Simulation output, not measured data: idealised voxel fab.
Process module in this document: voxel fin reveal
The figure presents cross-section cut, which has a width of 270 nm and is divided into square cells with an edge length of 5 nm.
Cross-section, as written here: a square-cell grid given band by band from the top down, where a band holds one or more rows of cells. Look at the band entry: it leads with the top's height and the bottom's height in nm. Then it lists the materials left to right, with a width in nm for each. The word "full width" on a single material says that material fills the band edge to edge. The word "air" is empty space. For the purposes of this specification, 0 denotes the height below which the wafer in its as-received condition is composed wholly of one material, and the lowermost band, lacking a lower limit, extends downward without end, as expressed in "0 nm and below". You'd read "30 to 40" like this: the band's top row of cells is as wide as the first number, its bottom row is as wide as the second, and going down, every row changes width by the same amount as the row before did. Step marked "remains unaltered"? Then no cell in the cross-section changed in it. Basically, "Closed void inventory" tells you about the enclosed voids: empty spaces with no open way to the top, 8 cells or bigger, each written width x height at distance, where distance is from the left edge, all in nm. Whatever follows a step's settings on its line is a remark the simulator itself makes about that step. overlay nm: right-of-plan distance of the mask on a masked step; negative values mean left-of-plan.

## Planned process steps
step 1: op RECEIVE | material Si
step 2: op CONFORMAL_DEP | material SiN | thk nm 10
step 3: op PATTERN | tone cover | mask id FINS | material resist | width nm 15 | pitch nm 45 | thk nm 20 | overlay nm 0
step 4: op DIRECTIONAL_ETCH | etch materials SiN | depth nm 10
step 5: op DIRECTIONAL_ETCH | etch materials Si | depth nm 40
step 6: op STRIP | etch materials resist
step 7: op OXIDIZE | depth nm 5
step 8: op FILL_DEP | material SiO2 | thk nm 15
step 9: op CMP | height nm 10
step 10: op SELECTIVE_ETCH | etch materials SiO2 | depth nm 40
step 11: op STRIP | etch materials SiN
step 12: op CONFORMAL_DEP | material SiO2 | thk nm 5

## Cross-section of the wafer at receipt, which is the condition after step 1
  0 nm and below: Si full width
  Closed void inventory: none

## End-of-module cross-section. Starting structure and process plan as above; one mistake made in running it
  5 nm to 0 nm: air (105); SiO2 (15); air (30); SiO2 (15); air (105)
  0 nm to -40 nm: air (105); SiO2 (5); Si (5); SiO2 (5); air (30); SiO2 (5); Si (5); SiO2 (5); air (105)
  -40 nm to -45 nm: SiO2 (110); Si (5); SiO2 (40); Si (5); SiO2 (110)
  -45 nm and below: Si full width
  Closed void inventory: none
Short version of what went wrong: plan step 10 ran twice
